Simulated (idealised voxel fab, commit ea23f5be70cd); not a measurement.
Process module under the name voxel lift off
Cross-section cut: width 285 nm, square cells of 5 nm.
If you're reading a cross-section in this doc, picture square cells in a grid; it comes to you as bands, top ones listed first down to the bottom, and a band can be one or more rows of cells. Basically the band line says how high the top is and how high the bottom is, in nm, and then what's in it from left to right, every material with its width in nm. Empty space shows up as "blank", and if a single material carries "throughout" it runs the full band edge to edge. Heights are measured from 0, the level below which the as-received wafer is all one material; the lowest band has no bottom and continues downward, written as in "0..down". The notation "30->40" denotes a width that varies across the rows of cells in the band, beginning at the first number in the top row, finishing at the second number in the bottom row, and changing by an identical amount from each row to the next. Given "no alteration" for a step, no cell of the cross-section differs between before and after that step. Entry "Voids lacking openings" = empty spaces >= 8 cells with no open way to the top; each as width x height at distance, distance from left edge, all nm. Step line, after settings: the simulator's comment on this step. "overlay nm", when on a step's line for a step with a mask, measures how far to the right of its planned place the mask lay; a negative measure means to the left. Read the rest as pairs. Take the cross-section before one process step, then the cross-section after it, which shows only down to the lowest band that changed. Under the pair, find the step between them and its settings. Bear in mind that pairs may come from different runs of this module on the same starting wafer: link a pair to the pair above it only where its entry headed "Pre-step view" says to.
# Pre-step view
	0..down  Si throughout
	Voids lacking openings: none
# Sectional View, Post-Process
	15..0  SiO2 throughout
	Below 0, no change.
	Voids lacking openings: none
Looking at the two cross-sections above, the step in the middle is CONFORMAL_DEP with material SiO2, thk nm 15
Pre-step view: look at the pair above, its after cross-section is where this step starts.
# Sectional View, Post-Process
	45..15  resist: 95, then blank: 20, then resist: 15, then blank: 20, then resist: 15, then blank: 20, then resist: 100
	Below 15, no change.
	Voids lacking openings: none
Looking at the two cross-sections above, the step in the middle is PATTERN with tone open, mask id LINES, material resist, width nm 20, pitch nm 35, thk nm 30, overlay nm 0
Pre-step view: look at the pair above, its after cross-section is where this step starts.
# Sectional View, Post-Process
	60..45  Ru: 95, then blank: 20, then Ru: 15, then blank: 20, then Ru: 15, then blank: 20, then Ru: 100
	45..30  resist: 95, then blank: 20, then resist: 15, then blank: 20, then resist: 15, then blank: 20, then resist: 100
	30..15  resist: 95, then Ru: 20, then resist: 15, then Ru: 20, then resist: 15, then Ru: 20, then resist: 100
	Below 15, no change.
	Voids lacking openings: none
Looking at the two cross-sections above, the step in the middle is DIRECTIONAL_DEP with material Ru, thk nm 15
Pre-step view: look at the pair above, its after cross-section is where this step starts.
# Sectional View, Post-Process
	30..15  blank: 95, then Ru: 20, then blank: 15, then Ru: 20, then blank: 15, then Ru: 20, then blank: 100
	Below 15, no change.
	Voids lacking openings: none
Looking at the two cross-sections above, the step in the middle is STRIP with etch materials resist
Pre-step view: look at the pair above, its after cross-section is where this step starts.
# Sectional View, Post-Process
	40..30  blank: 85, then SiN: 110, then blank: 90
	30..25  blank: 85, then SiN: 10, then Ru: 20, then SiN: 15, then Ru: 20, then SiN: 15, then Ru: 20, then SiN: 10, then blank: 90
	25..15  SiN: 95, then Ru: 20, then SiN: 15, then Ru: 20, then SiN: 15, then Ru: 20, then SiN: 100
	Below 15, no change.
	Voids lacking openings: none
Looking at the two cross-sections above, the step in the middle is CONFORMAL_DEP with material SiN, thk nm 10
# Pre-step view
	45..15  resist: 95, then blank: 20, then resist: 15, then blank: 20, then resist: 15, then blank: 20, then resist: 100
	15..0  SiO2 throughout
	0..down  Si throughout
	Voids lacking openings: none
# Sectional View, Post-Process
	15..0  SiO2 throughout
	Below 0, no change.
	Voids lacking openings: none
Looking at the two cross-sections above, the step in the middle is STRIP with etch materials resist
Pre-step view: look at the pair above, its after cross-section is where this step starts.
# Sectional View, Post-Process
	25..15  SiN throughout
	Below 15, no change.
	Voids lacking openings: none
Looking at the two cross-sections above, the step in the middle is CONFORMAL_DEP with material SiN, thk nm 10
# Pre-step view
	15..0  SiO2 throughout
	0..down  Si throughout
	Voids lacking openings: none
# Sectional View, Post-Process
	30..0  SiO2 throughout
	Below 0, no change.
	Voids lacking openings: none
Looking at the two cross-sections above, the step in the middle is CONFORMAL_DEP with material SiO2, thk nm 15
Pre-step view: look at the pair above, its after cross-section is where this step starts.
# Sectional View, Post-Process
	60..30  resist: 95, then blank: 20, then resist: 15, then blank: 20, then resist: 15, then blank: 20, then resist: 100
	Below 30, no change.
	Voids lacking openings: none
Looking at the two cross-sections above, the step in the middle is PATTERN with tone open, mask id LINES, material resist, width nm 20, pitch nm 35, thk nm 30, overlay nm 0
Pre-step view: look at the pair above, its after cross-section is where this step starts.
# Sectional View, Post-Process
	75..60  Ru: 95, then blank: 20, then Ru: 15, then blank: 20, then Ru: 15, then blank: 20, then Ru: 100
	60..45  resist: 95, then blank: 20, then resist: 15, then blank: 20, then resist: 15, then blank: 20, then resist: 100
	45..30  resist: 95, then Ru: 20, then resist: 15, then Ru: 20, then resist: 15, then Ru: 20, then resist: 100
	Below 30, no change.
	Voids lacking openings: none
Looking at the two cross-sections above, the step in the middle is DIRECTIONAL_DEP with material Ru, thk nm 15
Pre-step view: look at the pair above, its after cross-section is where this step starts.
# Sectional View, Post-Process
	45..30  blank: 95, then Ru: 20, then blank: 15, then Ru: 20, then blank: 15, then Ru: 20, then blank: 100
	Below 30, no change.
	Voids lacking openings: none
Looking at the two cross-sections above, the step in the middle is STRIP with etch materials resist
Pre-step view: look at the pair above, its after cross-section is where this step starts.
# Sectional View, Post-Process
	55..45  blank: 85, then SiN: 110, then blank: 90
	45..40  blank: 85, then SiN: 10, then Ru: 20, then SiN: 15, then Ru: 20, then SiN: 15, then Ru: 20, then SiN: 10, then blank: 90
	40..30  SiN: 95, then Ru: 20, then SiN: 15, then Ru: 20, then SiN: 15, then Ru: 20, then SiN: 100
	Below 30, no change.
	Voids lacking openings: none
Looking at the two cross-sections above, the step in the middle is CONFORMAL_DEP with material SiN, thk nm 10
# Pre-step view
	45..15  resist: 95, then blank: 20, then resist: 15, then blank: 20, then resist: 15, then blank: 20, then resist: 100
	15..0  SiO2 throughout
	0..down  Si throughout
	Voids lacking openings: none
# Sectional View, Post-Process
	65..45  Ru: 95, then blank: 20, then Ru: 15, then blank: 20, then Ru: 15, then blank: 20, then Ru: 100
	45..35  resist: 95, then blank: 20, then resist: 15, then blank: 20, then resist: 15, then blank: 20, then resist: 100
	35..15  resist: 95, then Ru: 20, then resist: 15, then Ru: 20, then resist: 15, then Ru: 20, then resist: 100
	Below 15, no change.
	Voids lacking openings: none
Looking at the two cross-sections above, the step in the middle is DIRECTIONAL_DEP with material Ru, thk nm 20
Pre-step view: look at the pair above, its after cross-section is where this step starts.
# Sectional View, Post-Process
	35..15  blank: 95, then Ru: 20, then blank: 15, then Ru: 20, then blank: 15, then Ru: 20, then blank: 100
	Below 15, no change.
	Voids lacking openings: none
Looking at the two cross-sections above, the step in the middle is STRIP with etch materials resist
Pre-step view: look at the pair above, its after cross-section is where this step starts.
# Sectional View, Post-Process
	45..35  blank: 85, then SiN: 110, then blank: 90
	35..25  blank: 85, then SiN: 10, then Ru: 20, then SiN: 15, then Ru: 20, then SiN: 15, then Ru: 20, then SiN: 10, then blank: 90
	25..15  SiN: 95, then Ru: 20, then SiN: 15, then Ru: 20, then SiN: 15, then Ru: 20, then SiN: 100
	Below 15, no change.
	Voids lacking openings: none
Looking at the two cross-sections above, the step in the middle is CONFORMAL_DEP with material SiN, thk nm 10
# Pre-step view
	15..0  SiO2 throughout
	0..down  Si throughout
	Voids lacking openings: none
# Sectional View, Post-Process
	45..15  resist: 100, then blank: 15, then resist: 20, then blank: 15, then resist: 20, then blank: 15, then resist: 100
	Below 15, no change.
	Voids lacking openings: none
Looking at the two cross-sections above, the step in the middle is PATTERN with tone open, mask id LINES, material resist, width nm 15, pitch nm 35, thk nm 30, overlay nm 0
Pre-step view: look at the pair above, its after cross-section is where this step starts.
# Sectional View, Post-Process
	60..45  Ru: 100, then blank: 15, then Ru: 20, then blank: 15, then Ru: 20, then blank: 15, then Ru: 100
	45..30  resist: 100, then blank: 15, then resist: 20, then blank: 15, then resist: 20, then blank: 15, then resist: 100
	30..15  resist: 100, then Ru: 15, then resist: 20, then Ru: 15, then resist: 20, then Ru: 15, then resist: 100
	Below 15, no change.
	Voids lacking openings: none
Looking at the two cross-sections above, the step in the middle is DIRECTIONAL_DEP with material Ru, thk nm 15
Pre-step view: look at the pair above, its after cross-section is where this step starts.
# Sectional View, Post-Process
	30..15  blank: 100, then Ru: 15, then blank: 20, then Ru: 15, then blank: 20, then Ru: 15, then blank: 100
	Below 15, no change.
	Voids lacking openings: none
Looking at the two cross-sections above, the step in the middle is STRIP with etch materials resist
Pre-step view: look at the pair above, its after cross-section is where this step starts.
# Sectional View, Post-Process
	40..30  blank: 90, then SiN: 105, then blank: 90
	30..25  blank: 90, then SiN: 10, then Ru: 15, then SiN: 20, then Ru: 15, then SiN: 20, then Ru: 15, then SiN: 10, then blank: 90
	25..15  SiN: 100, then Ru: 15, then SiN: 20, then Ru: 15, then SiN: 20, then Ru: 15, then SiN: 100
	Below 15, no change.
	Voids lacking openings: none
Looking at the two cross-sections above, the step in the middle is CONFORMAL_DEP with material SiN, thk nm 10
# Pre-step view
	15..0  SiO2 throughout
	0..down  Si throughout
	Voids lacking openings: none
# Sectional View, Post-Process
	45..15  resist: 85, then blank: 20, then resist: 15, then blank: 20, then resist: 15, then blank: 20, then resist: 110
	Below 15, no change.
	Voids lacking openings: none
Looking at the two cross-sections above, the step in the middle is PATTERN with tone open, mask id LINES, material resist, width nm 20, pitch nm 35, thk nm 30, overlay nm -10
Pre-step view: look at the pair above, its after cross-section is where this step starts.
# Sectional View, Post-Process
	60..45  Ru: 85, then blank: 20, then Ru: 15, then blank: 20, then Ru: 15, then blank: 20, then Ru: 110
	45..30  resist: 85, then blank: 20, then resist: 15, then blank: 20, then resist: 15, then blank: 20, then resist: 110
	30..15  resist: 85, then Ru: 20, then resist: 15, then Ru: 20, then resist: 15, then Ru: 20, then resist: 110
	Below 15, no change.
	Voids lacking openings: none
Looking at the two cross-sections above, the step in the middle is DIRECTIONAL_DEP with material Ru, thk nm 15
Pre-step view: look at the pair above, its after cross-section is where this step starts.
# Sectional View, Post-Process
	30..15  blank: 85, then Ru: 20, then blank: 15, then Ru: 20, then blank: 15, then Ru: 20, then blank: 110
	Below 15, no change.
	Voids lacking openings: none
Looking at the two cross-sections above, the step in the middle is STRIP with etch materials resist
Pre-step view: look at the pair above, its after cross-section is where this step starts.
# Sectional View, Post-Process
	40..30  blank: 75, then SiN: 110, then blank: 100
	30..25  blank: 75, then SiN: 10, then Ru: 20, then SiN: 15, then Ru: 20, then SiN: 15, then Ru: 20, then SiN: 10, then blank: 100
	25..15  SiN: 85, then Ru: 20, then SiN: 15, then Ru: 20, then SiN: 15, then Ru: 20, then SiN: 110
	Below 15, no change.
	Voids lacking openings: none
Looking at the two cross-sections above, the step in the middle is CONFORMAL_DEP with material SiN, thk nm 10
# Pre-step view
	0..down  Si throughout
	Voids lacking openings: none
# Sectional View, Post-Process
	15..0  Ru throughout
	Below 0, no change.
	Voids lacking openings: none
Looking at the two cross-sections above, the step in the middle is CONFORMAL_DEP with material Ru, thk nm 15
Pre-step view: look at the pair above, its after cross-section is where this step starts.
# Sectional View, Post-Process
	45..15  resist: 95, then blank: 20, then resist: 15, then blank: 20, then resist: 15, then blank: 20, then resist: 100
	Below 15, no change.
	Voids lacking openings: none
Looking at the two cross-sections above, the step in the middle is PATTERN with tone open, mask id LINES, material resist, width nm 20, pitch nm 35, thk nm 30, overlay nm 0
Pre-step view: look at the pair above, its after cross-section is where this step starts.
# Sectional View, Post-Process
	60..45  Ru: 95, then blank: 20, then Ru: 15, then blank: 20, then Ru: 15, then blank: 20, then Ru: 100
	45..30  resist: 95, then blank: 20, then resist: 15, then blank: 20, then resist: 15, then blank: 20, then resist: 100
	30..15  resist: 95, then Ru: 20, then resist: 15, then Ru: 20, then resist: 15, then Ru: 20, then resist: 100
	Below 15, no change.
	Voids lacking openings: none
Looking at the two cross-sections above, the step in the middle is DIRECTIONAL_DEP with material Ru, thk nm 15
Pre-step view: look at the pair above, its after cross-section is where this step starts.
# Sectional View, Post-Process
	30..15  blank: 95, then Ru: 20, then blank: 15, then Ru: 20, then blank: 15, then Ru: 20, then blank: 100
	Below 15, no change.
	Voids lacking openings: none
Looking at the two cross-sections above, the step in the middle is STRIP with etch materials resist
Pre-step view: look at the pair above, its after cross-section is where this step starts.
# Sectional View, Post-Process
	40..30  blank: 85, then SiN: 110, then blank: 90
	30..25  blank: 85, then SiN: 10, then Ru: 20, then SiN: 15, then Ru: 20, then SiN: 15, then Ru: 20, then SiN: 10, then blank: 90
	25..15  SiN: 95, then Ru: 20, then SiN: 15, then Ru: 20, then SiN: 15, then Ru: 20, then SiN: 100
	Below 15, no change.
	Voids lacking openings: none
Looking at the two cross-sections above, the step in the middle is CONFORMAL_DEP with material SiN, thk nm 10
# Pre-step view
	15..0  SiO2 throughout
	0..down  Si throughout
	Voids lacking openings: none
# Sectional View, Post-Process
	45..15  blank: 95, then resist: 20, then blank: 15, then resist: 20, then blank: 15, then resist: 20, then blank: 100
	Below 15, no change.
	Voids lacking openings: none
Looking at the two cross-sections above, the step in the middle is PATTERN with tone cover, mask id LINES, material resist, width nm 20, pitch nm 35, thk nm 30, overlay nm 0
Pre-step view: look at the pair above, its after cross-section is where this step starts.
# Sectional View, Post-Process
	60..45  blank: 95, then Ru: 20, then blank: 15, then Ru: 20, then blank: 15, then Ru: 20, then blank: 100
	45..30  blank: 95, then resist: 20, then blank: 15, then resist: 20, then blank: 15, then resist: 20, then blank: 100
	30..15  Ru: 95, then resist: 20, then Ru: 15, then resist: 20, then Ru: 15, then resist: 20, then Ru: 100
	Below 15, no change.
	Voids lacking openings: none
Looking at the two cross-sections above, the step in the middle is DIRECTIONAL_DEP with material Ru, thk nm 15
Pre-step view: look at the pair above, its after cross-section is where this step starts.
# Sectional View, Post-Process
	30..15  Ru: 95, then blank: 20, then Ru: 15, then blank: 20, then Ru: 15, then blank: 20, then Ru: 100
	Below 15, no change.
	Voids lacking openings: none
Looking at the two cross-sections above, the step in the middle is STRIP with etch materials resist
Pre-step view: look at the pair above, its after cross-section is where this step starts.
# Sectional View, Post-Process
	40..30  SiN throughout
	30..15  Ru: 95, then SiN: 20, then Ru: 15, then SiN: 20, then Ru: 15, then SiN: 20, then Ru: 100
	Below 15, no change.
	Voids lacking openings: none
Looking at the two cross-sections above, the step in the middle is CONFORMAL_DEP with material SiN, thk nm 10
